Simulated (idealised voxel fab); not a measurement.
process module | voxel transistor to metal
cross-section cut | 210 nm wide | cells 5 nm
A cross-section is a grid of square cells, given in bands from the top down. A band is one or more rows of cells.
Each band's line starts with the height of the band's top and of its bottom, in nm. Then come its materials from left to right, each with its width in nm. One material with "throughout" fills the band from edge to edge. "air" is empty space.
Height 0 is the level under which the wafer as received is all one material. The lowest band goes on downwards, as in "0 down".
A width such as "30 to 40" changes by the same amount from each row of cells to the next, from the band's top row to its bottom row.
"no change" after a step means that no cell of the cross-section changed.
closed voids: empty space of 8 cells or more with no open way to the top, each as width x height at its distance from the left edge, in nm
after a step's settings: what the simulator itself notes on the step
overlay nm, on a step with a mask: how far to the right of its planned place the mask lay; to the left if negative
plan
1 op RECEIVE | material Si
2 op OXIDIZE | depth nm 5
3 op CONFORMAL_DEP | material SiN | thk nm 10
4 op DIRECTIONAL_DEP | material aC | thk nm 10
5 op PATTERN | tone cover | mask id ACTIVE | material resist | width nm 120 | thk nm 25 | overlay nm 0
6 op DIRECTIONAL_ETCH | etch materials aC | depth nm 10
7 op STRIP | etch materials resist
8 op DIRECTIONAL_ETCH | etch materials SiN | depth nm 10
9 op DIRECTIONAL_ETCH | etch materials SiO2 | depth nm 5
10 op DIRECTIONAL_ETCH | etch materials Si | depth nm 30
11 op STRIP | etch materials aC
12 op OXIDIZE | depth nm 5
13 op FILL_DEP | material SiO2 | thk nm 5
14 op CMP | height nm 10
15 op SELECTIVE_ETCH | etch materials SiO2 | depth nm 5
16 op STRIP | etch materials SiN
17 op SELECTIVE_ETCH | etch materials SiO2 | depth nm 5
18 op OXIDIZE | depth nm 5
19 op DIRECTIONAL_DEP | material polySi | thk nm 20
20 op DIRECTIONAL_DEP | material SiCN | thk nm 10
21 op DIRECTIONAL_DEP | material aC | thk nm 10
22 op PATTERN | tone cover | mask id GATE | material resist | width nm 30 | thk nm 30 | overlay nm 0
23 op DIRECTIONAL_ETCH | etch materials aC | depth nm 10
24 op STRIP | etch materials resist
25 op DIRECTIONAL_ETCH | etch materials SiCN | depth nm 20
26 op DIRECTIONAL_ETCH | etch materials polySi | depth nm 30
27 op STRIP | etch materials aC
28 op CONFORMAL_DEP | material SiO2 | thk nm 5
29 op DIRECTIONAL_ETCH | etch materials SiO2 | depth nm 5
30 op CONFORMAL_DEP | material SiN | thk nm 10
31 op DIRECTIONAL_ETCH | etch materials SiN | depth nm 10
32 op DIRECTIONAL_ETCH | etch materials SiO2 | depth nm 5
33 op DIRECTIONAL_ETCH | etch materials Si | depth nm 5
34 op EPI | material pSi | thk nm 10
35 op FILL_DEP | material SiO2 | thk nm 10
36 op CMP | height nm 15
37 op STRIP | etch materials polySi
38 op SELECTIVE_ETCH | etch materials SiO2 | depth nm 5
39 op CONFORMAL_DEP | material HfO2 | thk nm 5
40 op CONFORMAL_DEP | material TiN | thk nm 5
41 op FILL_DEP | material W | thk nm 10
42 op CMP | height nm 10
43 op DIRECTIONAL_DEP | material SiO2 | thk nm 15
44 op DIRECTIONAL_DEP | material aC | thk nm 15
45 op PATTERN | tone open | mask id CONTACT | material resist | width nm 15 | pitch nm 85 | thk nm 35 | overlay nm 0
46 op DIRECTIONAL_ETCH | etch materials aC | depth nm 15
47 op STRIP | etch materials resist
48 op DIRECTIONAL_ETCH | etch materials SiO2 | depth nm 25
49 op STRIP | etch materials aC
50 op CONFORMAL_DEP | material TiN | thk nm 5
51 op FILL_DEP | material W | thk nm 10
52 op CMP | height nm 25
53 op CONFORMAL_DEP | material SiN | thk nm 5
54 op DIRECTIONAL_DEP | material SiO2 | thk nm 20
55 op MASKED_ETCH | tone open | mask id METAL_1 | width nm 15 | pitch nm 85 | etch materials SiO2 | depth nm 20 | overlay nm 0
56 op MASKED_ETCH | tone open | mask id METAL_1 | width nm 15 | pitch nm 85 | etch materials SiN | depth nm 5 | overlay nm 0
57 op CONFORMAL_DEP | material TiN | thk nm 5
58 op FILL_DEP | material Cu | thk nm 10
59 op CMP | height nm 50
60 op CONFORMAL_DEP | material SiCN | thk nm 5
61 op DIRECTIONAL_DEP | material SiO2 | thk nm 25
62 op DIRECTIONAL_DEP | material aC | thk nm 10
63 op PATTERN | tone open | mask id METAL_2 | material resist | width nm 15 | pitch nm 85 | thk nm 30 | overlay nm 0
64 op DIRECTIONAL_ETCH | etch materials aC | depth nm 10
65 op STRIP | etch materials resist
66 op DIRECTIONAL_ETCH | etch materials SiO2 | depth nm 15
67 op STRIP | etch materials aC
68 op PATTERN | tone open | mask id METAL_2_HOLES | material resist | width nm 15 | pitch nm 85 | thk nm 15 | overlay nm 0
69 op DIRECTIONAL_ETCH | etch materials SiO2 | depth nm 10
70 op DIRECTIONAL_ETCH | etch materials SiCN | depth nm 5
71 op STRIP | etch materials resist
72 op CONFORMAL_DEP | material TiN | thk nm 5
73 op FILL_DEP | material Cu | thk nm 5
74 op CMP | height nm 80
75 op CONFORMAL_DEP | material SiN | thk nm 5
first wafer, as planned
as received, after step 1
  0 down: Si throughout
  closed voids: none
after step 2
  0 to -5: SiO2 throughout
  below -5: unchanged
after step 3
  10 to 0: SiN throughout
  below 0: unchanged
after step 4
  20 to 10: aC throughout
  below 10: unchanged
after step 5
  45 to 20: air 45 | resist 120 | air 45
  below 20: unchanged
after step 6
  35 to 20: air 45 | resist 120 | air 45
  20 to 10: air 45 | aC 120 | air 45
  below 10: unchanged
after step 7
  20 to 10: air 45 | aC 120 | air 45
  below 10: unchanged
after step 8
  20 to 10: air 45 | aC 120 | air 45
  10 to 0: air 45 | SiN 120 | air 45
  below 0: unchanged
after step 9
  20 to 10: air 45 | aC 120 | air 45
  10 to 0: air 45 | SiN 120 | air 45
  0 to -5: air 45 | SiO2 120 | air 45
  below -5: unchanged
after step 10
  20 to 10: air 45 | aC 120 | air 45
  10 to 0: air 45 | SiN 120 | air 45
  0 to -5: air 45 | SiO2 120 | air 45
  -5 to -35: air 45 | Si 120 | air 45
  below -35: unchanged
after step 11
  10 to 0: air 45 | SiN 120 | air 45
  below 0: unchanged
after step 12
  10 to 0: air 45 | SiN 120 | air 45
  0 to -5: air 45 | SiO2 120 | air 45
  -5 to -35: air 45 | SiO2 5 | Si 110 | SiO2 5 | air 45
  -35 to -40: SiO2 50 | Si 110 | SiO2 50
  below -40: unchanged
after step 13
  15 to 10: SiO2 throughout
  10 to 0: SiO2 45 | SiN 120 | SiO2 45
  0 to -5: SiO2 throughout
  -5 to -40: SiO2 50 | Si 110 | SiO2 50
  below -40: unchanged
after step 14
  10 to 0: SiO2 45 | SiN 120 | SiO2 45
  below 0: unchanged
after step 15
  10 to 5: air 45 | SiN 120 | air 45
  below 5: unchanged
after step 16
  5 to 0: SiO2 45 | air 120 | SiO2 45
  below 0: unchanged
after step 17
  0 to -5: SiO2 40 | air 130 | SiO2 40
  below -5: unchanged
after step 18
  0 to -5: SiO2 40 | air 130 | SiO2 40
  -5 to -10: SiO2 throughout
  below -10: unchanged
after step 19
  20 to 15: polySi 40 | air 130 | polySi 40
  15 to 0: polySi throughout
  0 to -5: SiO2 40 | polySi 130 | SiO2 40
  below -5: unchanged
after step 20
  30 to 25: SiCN 40 | air 130 | SiCN 40
  25 to 20: SiCN throughout
  20 to 15: polySi 40 | SiCN 130 | polySi 40
  below 15: unchanged
after step 21
  40 to 35: aC 40 | air 130 | aC 40
  35 to 30: aC throughout
  30 to 25: SiCN 40 | aC 130 | SiCN 40
  below 25: unchanged
after step 22
  70 to 40: air 90 | resist 30 | air 90
  40 to 35: aC 40 | air 50 | resist 30 | air 50 | aC 40
  below 35: unchanged
after step 23
  60 to 35: air 90 | resist 30 | air 90
  35 to 30: air 90 | aC 30 | air 90
  30 to 25: SiCN 40 | air 50 | aC 30 | air 50 | SiCN 40
  below 25: unchanged
after step 24
  35 to 30: air 90 | aC 30 | air 90
  below 30: unchanged
after step 25
  35 to 25: air 90 | aC 30 | air 90
  25 to 20: air 90 | SiCN 30 | air 90
  20 to 15: polySi 40 | air 50 | SiCN 30 | air 50 | polySi 40
  below 15: unchanged
after step 26
  35 to 25: air 90 | aC 30 | air 90
  25 to 15: air 90 | SiCN 30 | air 90
  15 to 0: air 90 | polySi 30 | air 90
  0 to -5: SiO2 40 | air 50 | polySi 30 | air 50 | SiO2 40
  below -5: unchanged
after step 27
  25 to 15: air 90 | SiCN 30 | air 90
  below 15: unchanged
after step 28
  30 to 25: air 85 | SiO2 40 | air 85
  25 to 15: air 85 | SiO2 5 | SiCN 30 | SiO2 5 | air 85
  15 to 5: air 85 | SiO2 5 | polySi 30 | SiO2 5 | air 85
  5 to 0: SiO2 45 | air 40 | SiO2 5 | polySi 30 | SiO2 5 | air 40 | SiO2 45
  0 to -5: SiO2 90 | polySi 30 | SiO2 90
  below -5: unchanged
after step 29
  25 to 15: air 85 | SiO2 5 | SiCN 30 | SiO2 5 | air 85
  15 to 0: air 85 | SiO2 5 | polySi 30 | SiO2 5 | air 85
  0 to -5: SiO2 45 | air 40 | SiO2 5 | polySi 30 | SiO2 5 | air 40 | SiO2 45
  below -5: unchanged
after step 30
  35 to 25: air 75 | SiN 60 | air 75
  25 to 15: air 75 | SiN 10 | SiO2 5 | SiCN 30 | SiO2 5 | SiN 10 | air 75
  15 to 10: air 75 | SiN 10 | SiO2 5 | polySi 30 | SiO2 5 | SiN 10 | air 75
  10 to 5: SiN 55 | air 20 | SiN 10 | SiO2 5 | polySi 30 | SiO2 5 | SiN 10 | air 20 | SiN 55
  5 to 0: SiN 85 | SiO2 5 | polySi 30 | SiO2 5 | SiN 85
  0 to -5: SiO2 45 | SiN 40 | SiO2 5 | polySi 30 | SiO2 5 | SiN 40 | SiO2 45
  below -5: unchanged
after step 31
  25 to 15: air 75 | SiN 10 | SiO2 5 | SiCN 30 | SiO2 5 | SiN 10 | air 75
  15 to 0: air 75 | SiN 10 | SiO2 5 | polySi 30 | SiO2 5 | SiN 10 | air 75
  0 to -5: SiO2 45 | SiN 10 | air 20 | SiN 10 | SiO2 5 | polySi 30 | SiO2 5 | SiN 10 | air 20 | SiN 10 | SiO2 45
  below -5: unchanged
after step 32
  25 to 20: air 75 | SiN 10 | air 5 | SiCN 30 | air 5 | SiN 10 | air 75
  20 to 15: air 75 | SiN 10 | SiO2 5 | SiCN 30 | SiO2 5 | SiN 10 | air 75
  15 to 0: air 75 | SiN 10 | SiO2 5 | polySi 30 | SiO2 5 | SiN 10 | air 75
  0 to -5: air 45 | SiN 10 | air 20 | SiN 10 | SiO2 5 | polySi 30 | SiO2 5 | SiN 10 | air 20 | SiN 10 | air 45
  -5 to -10: SiO2 55 | air 20 | SiO2 60 | air 20 | SiO2 55
  below -10: unchanged
after step 33
  25 to 20: air 75 | SiN 10 | air 5 | SiCN 30 | air 5 | SiN 10 | air 75
  20 to 15: air 75 | SiN 10 | SiO2 5 | SiCN 30 | SiO2 5 | SiN 10 | air 75
  15 to 0: air 75 | SiN 10 | SiO2 5 | polySi 30 | SiO2 5 | SiN 10 | air 75
  0 to -5: air 45 | SiN 10 | air 20 | SiN 10 | SiO2 5 | polySi 30 | SiO2 5 | SiN 10 | air 20 | SiN 10 | air 45
  -5 to -10: SiO2 55 | air 20 | SiO2 60 | air 20 | SiO2 55
  -10 to -15: SiO2 50 | Si 5 | air 20 | Si 60 | air 20 | Si 5 | SiO2 50
  below -15: unchanged
after step 34
  25 to 20: air 75 | SiN 10 | air 5 | SiCN 30 | air 5 | SiN 10 | air 75
  20 to 15: air 75 | SiN 10 | SiO2 5 | SiCN 30 | SiO2 5 | SiN 10 | air 75
  15 to 0: air 75 | SiN 10 | SiO2 5 | polySi 30 | SiO2 5 | SiN 10 | air 75
  0 to -5: air 45 | SiN 10 | pSi 20 | SiN 10 | SiO2 5 | polySi 30 | SiO2 5 | SiN 10 | pSi 20 | SiN 10 | air 45
  -5 to -10: SiO2 55 | pSi 20 | SiO2 60 | pSi 20 | SiO2 55
  -10 to -15: SiO2 50 | Si 5 | pSi 20 | Si 60 | pSi 20 | Si 5 | SiO2 50
  below -15: unchanged
after step 35
  35 to 25: SiO2 throughout
  25 to 15: SiO2 75 | SiN 10 | SiO2 5 | SiCN 30 | SiO2 5 | SiN 10 | SiO2 75
  15 to 0: SiO2 75 | SiN 10 | SiO2 5 | polySi 30 | SiO2 5 | SiN 10 | SiO2 75
  0 to -5: SiO2 45 | SiN 10 | pSi 20 | SiN 10 | SiO2 5 | polySi 30 | SiO2 5 | SiN 10 | pSi 20 | SiN 10 | SiO2 45
  below -5: unchanged
after step 36
  15 to 0: SiO2 75 | SiN 10 | SiO2 5 | polySi 30 | SiO2 5 | SiN 10 | SiO2 75
  below 0: unchanged
after step 37
  15 to 0: SiO2 75 | SiN 10 | SiO2 5 | air 30 | SiO2 5 | SiN 10 | SiO2 75
  0 to -5: SiO2 45 | SiN 10 | pSi 20 | SiN 10 | SiO2 5 | air 30 | SiO2 5 | SiN 10 | pSi 20 | SiN 10 | SiO2 45
  below -5: unchanged
after step 38
  15 to 10: air 75 | SiN 10 | air 40 | SiN 10 | air 75
  10 to 0: SiO2 75 | SiN 10 | air 40 | SiN 10 | SiO2 75
  0 to -5: SiO2 45 | SiN 10 | pSi 20 | SiN 10 | air 40 | SiN 10 | pSi 20 | SiN 10 | SiO2 45
  -5 to -10: SiO2 55 | pSi 20 | SiO2 10 | air 40 | SiO2 10 | pSi 20 | SiO2 55
  below -10: unchanged
after step 39
  20 to 15: air 70 | HfO2 20 | air 30 | HfO2 20 | air 70
  15 to 10: HfO2 75 | SiN 10 | HfO2 5 | air 30 | HfO2 5 | SiN 10 | HfO2 75
  10 to 0: SiO2 75 | SiN 10 | HfO2 5 | air 30 | HfO2 5 | SiN 10 | SiO2 75
  0 to -5: SiO2 45 | SiN 10 | pSi 20 | SiN 10 | HfO2 5 | air 30 | HfO2 5 | SiN 10 | pSi 20 | SiN 10 | SiO2 45
  -5 to -10: SiO2 55 | pSi 20 | SiO2 10 | HfO2 40 | SiO2 10 | pSi 20 | SiO2 55
  below -10: unchanged
after step 40
  25 to 20: air 65 | TiN 30 | air 20 | TiN 30 | air 65
  20 to 15: TiN 70 | HfO2 20 | TiN 5 | air 20 | TiN 5 | HfO2 20 | TiN 70
  15 to 10: HfO2 75 | SiN 10 | HfO2 5 | TiN 5 | air 20 | TiN 5 | HfO2 5 | SiN 10 | HfO2 75
  10 to 0: SiO2 75 | SiN 10 | HfO2 5 | TiN 5 | air 20 | TiN 5 | HfO2 5 | SiN 10 | SiO2 75
  0 to -5: SiO2 45 | SiN 10 | pSi 20 | SiN 10 | HfO2 5 | TiN 30 | HfO2 5 | SiN 10 | pSi 20 | SiN 10 | SiO2 45
  below -5: unchanged
after step 41
  35 to 25: W throughout
  25 to 20: W 65 | TiN 30 | W 20 | TiN 30 | W 65
  20 to 15: TiN 70 | HfO2 20 | TiN 5 | W 20 | TiN 5 | HfO2 20 | TiN 70
  15 to 10: HfO2 75 | SiN 10 | HfO2 5 | TiN 5 | W 20 | TiN 5 | HfO2 5 | SiN 10 | HfO2 75
  10 to 0: SiO2 75 | SiN 10 | HfO2 5 | TiN 5 | W 20 | TiN 5 | HfO2 5 | SiN 10 | SiO2 75
  below 0: unchanged
after step 42
  10 to 0: SiO2 75 | SiN 10 | HfO2 5 | TiN 5 | W 20 | TiN 5 | HfO2 5 | SiN 10 | SiO2 75
  below 0: unchanged
after step 43
  25 to 10: SiO2 throughout
  below 10: unchanged
after step 44
  40 to 25: aC throughout
  below 25: unchanged
after step 45
  75 to 40: resist 55 | air 15 | resist 70 | air 15 | resist 55
  below 40: unchanged
after step 46
  60 to 40: resist 55 | air 15 | resist 70 | air 15 | resist 55
  40 to 25: aC 55 | air 15 | aC 70 | air 15 | aC 55
  below 25: unchanged
after step 47
  40 to 25: aC 55 | air 15 | aC 70 | air 15 | aC 55
  below 25: unchanged
after step 48
  40 to 25: aC 55 | air 15 | aC 70 | air 15 | aC 55
  25 to 10: SiO2 55 | air 15 | SiO2 70 | air 15 | SiO2 55
  10 to 0: SiO2 55 | air 15 | SiO2 5 | SiN 10 | HfO2 5 | TiN 5 | W 20 | TiN 5 | HfO2 5 | SiN 10 | SiO2 5 | air 15 | SiO2 55
  below 0: unchanged
after step 49
  25 to 10: SiO2 55 | air 15 | SiO2 70 | air 15 | SiO2 55
  below 10: unchanged
after step 50
  30 to 25: TiN 60 | air 5 | TiN 80 | air 5 | TiN 60
  25 to 10: SiO2 55 | TiN 5 | air 5 | TiN 5 | SiO2 70 | TiN 5 | air 5 | TiN 5 | SiO2 55
  10 to 5: SiO2 55 | TiN 5 | air 5 | TiN 5 | SiO2 5 | SiN 10 | HfO2 5 | TiN 5 | W 20 | TiN 5 | HfO2 5 | SiN 10 | SiO2 5 | TiN 5 | air 5 | TiN 5 | SiO2 55
  5 to 0: SiO2 55 | TiN 15 | SiO2 5 | SiN 10 | HfO2 5 | TiN 5 | W 20 | TiN 5 | HfO2 5 | SiN 10 | SiO2 5 | TiN 15 | SiO2 55
  below 0: unchanged
after step 51
  40 to 30: W throughout
  30 to 25: TiN 60 | W 5 | TiN 80 | W 5 | TiN 60
  25 to 10: SiO2 55 | TiN 5 | W 5 | TiN 5 | SiO2 70 | TiN 5 | W 5 | TiN 5 | SiO2 55
  10 to 5: SiO2 55 | TiN 5 | W 5 | TiN 5 | SiO2 5 | SiN 10 | HfO2 5 | TiN 5 | W 20 | TiN 5 | HfO2 5 | SiN 10 | SiO2 5 | TiN 5 | W 5 | TiN 5 | SiO2 55
  below 5: unchanged
after step 52
  25 to 10: SiO2 55 | TiN 5 | W 5 | TiN 5 | SiO2 70 | TiN 5 | W 5 | TiN 5 | SiO2 55
  below 10: unchanged
after step 53
  30 to 25: SiN throughout
  below 25: unchanged
after step 54
  50 to 30: SiO2 throughout
  below 30: unchanged
after step 55
  50 to 30: SiO2 55 | air 15 | SiO2 70 | air 15 | SiO2 55
  below 30: unchanged
after step 56
  50 to 30: SiO2 55 | air 15 | SiO2 70 | air 15 | SiO2 55
  30 to 25: SiN 55 | air 15 | SiN 70 | air 15 | SiN 55
  below 25: unchanged
after step 57
  55 to 50: TiN 60 | air 5 | TiN 80 | air 5 | TiN 60
  50 to 30: SiO2 55 | TiN 5 | air 5 | TiN 5 | SiO2 70 | TiN 5 | air 5 | TiN 5 | SiO2 55
  30 to 25: SiN 55 | TiN 15 | SiN 70 | TiN 15 | SiN 55
  below 25: unchanged
after step 58
  65 to 55: Cu throughout
  55 to 50: TiN 60 | Cu 5 | TiN 80 | Cu 5 | TiN 60
  50 to 30: SiO2 55 | TiN 5 | Cu 5 | TiN 5 | SiO2 70 | TiN 5 | Cu 5 | TiN 5 | SiO2 55
  below 30: unchanged
after step 59
  50 to 30: SiO2 55 | TiN 5 | Cu 5 | TiN 5 | SiO2 70 | TiN 5 | Cu 5 | TiN 5 | SiO2 55
  below 30: unchanged
after step 60
  55 to 50: SiCN throughout
  below 50: unchanged
after step 61
  80 to 55: SiO2 throughout
  below 55: unchanged
after step 62
  90 to 80: aC throughout
  below 80: unchanged
after step 63
  120 to 90: resist 55 | air 15 | resist 70 | air 15 | resist 55
  below 90: unchanged
after step 64
  110 to 90: resist 55 | air 15 | resist 70 | air 15 | resist 55
  90 to 80: aC 55 | air 15 | aC 70 | air 15 | aC 55
  below 80: unchanged
after step 65
  90 to 80: aC 55 | air 15 | aC 70 | air 15 | aC 55
  below 80: unchanged
after step 66
  90 to 80: aC 55 | air 15 | aC 70 | air 15 | aC 55
  80 to 65: SiO2 55 | air 15 | SiO2 70 | air 15 | SiO2 55
  below 65: unchanged
after step 67
  80 to 65: SiO2 55 | air 15 | SiO2 70 | air 15 | SiO2 55
  below 65: unchanged
after step 68
  95 to 80: resist 55 | air 15 | resist 70 | air 15 | resist 55
  below 80: unchanged
after step 69
  95 to 80: resist 55 | air 15 | resist 70 | air 15 | resist 55
  80 to 55: SiO2 55 | air 15 | SiO2 70 | air 15 | SiO2 55
  below 55: unchanged
after step 70
  95 to 80: resist 55 | air 15 | resist 70 | air 15 | resist 55
  80 to 55: SiO2 55 | air 15 | SiO2 70 | air 15 | SiO2 55
  55 to 50: SiCN 55 | air 15 | SiCN 70 | air 15 | SiCN 55
  below 50: unchanged
after step 71
  80 to 55: SiO2 55 | air 15 | SiO2 70 | air 15 | SiO2 55
  below 55: unchanged
after step 72
  85 to 80: TiN 60 | air 5 | TiN 80 | air 5 | TiN 60
  80 to 55: SiO2 55 | TiN 5 | air 5 | TiN 5 | SiO2 70 | TiN 5 | air 5 | TiN 5 | SiO2 55
  55 to 50: SiCN 55 | TiN 15 | SiCN 70 | TiN 15 | SiCN 55
  below 50: unchanged
after step 73
  90 to 85: Cu throughout
  85 to 80: TiN 60 | Cu 5 | TiN 80 | Cu 5 | TiN 60
  80 to 55: SiO2 55 | TiN 5 | Cu 5 | TiN 5 | SiO2 70 | TiN 5 | Cu 5 | TiN 5 | SiO2 55
  below 55: unchanged
after step 74
  80 to 55: SiO2 55 | TiN 5 | Cu 5 | TiN 5 | SiO2 70 | TiN 5 | Cu 5 | TiN 5 | SiO2 55
  below 55: unchanged
after step 75
  85 to 80: SiN throughout
  below 80: unchanged
second wafer: like start, like plan, one mistake. Through step 60 it matches the first wafer
when step 61 should have ended
  65 to 55: aC throughout
  below 55: unchanged
when step 62 should have ended
  90 to 65: SiO2 throughout
  below 65: unchanged
when step 63 should have ended
  120 to 90: resist 55 | air 15 | resist 70 | air 15 | resist 55
  below 90: unchanged
when step 64 should have ended
  110 to 90: resist 55 | air 15 | resist 70 | air 15 | resist 55
  below 90: unchanged
when step 65 should have ended
  90 to 65: SiO2 throughout
  below 65: unchanged
when step 66 should have ended
  75 to 65: SiO2 throughout
  below 65: unchanged
when step 67 should have ended: no change
when step 68 should have ended
  90 to 75: resist 55 | air 15 | resist 70 | air 15 | resist 55
  below 75: unchanged
when step 69 should have ended
  90 to 75: resist 55 | air 15 | resist 70 | air 15 | resist 55
  75 to 65: SiO2 55 | air 15 | SiO2 70 | air 15 | SiO2 55
  below 65: unchanged
when step 70 should have ended: no change
when step 71 should have ended
  75 to 65: SiO2 55 | air 15 | SiO2 70 | air 15 | SiO2 55
  below 65: unchanged
when step 72 should have ended
  80 to 75: TiN 60 | air 5 | TiN 80 | air 5 | TiN 60
  75 to 70: SiO2 55 | TiN 5 | air 5 | TiN 5 | SiO2 70 | TiN 5 | air 5 | TiN 5 | SiO2 55
  70 to 65: SiO2 55 | TiN 15 | SiO2 70 | TiN 15 | SiO2 55
  below 65: unchanged
when step 73 should have ended
  85 to 80: Cu throughout
  80 to 75: TiN 60 | Cu 5 | TiN 80 | Cu 5 | TiN 60
  75 to 70: SiO2 55 | TiN 5 | Cu 5 | TiN 5 | SiO2 70 | TiN 5 | Cu 5 | TiN 5 | SiO2 55
  below 70: unchanged
when step 74 should have ended
  80 to 75: TiN 60 | Cu 5 | TiN 80 | Cu 5 | TiN 60
  below 75: unchanged
when step 75 should have ended
  85 to 80: SiN throughout
  below 80: unchanged
what went wrong: steps 61 and 62 were swapped
at the end the second wafer has, in cells: 6 fewer of Cu | 6 more of SiCN | 108 fewer of SiO2 | 24 more of TiN | 84 more of aC
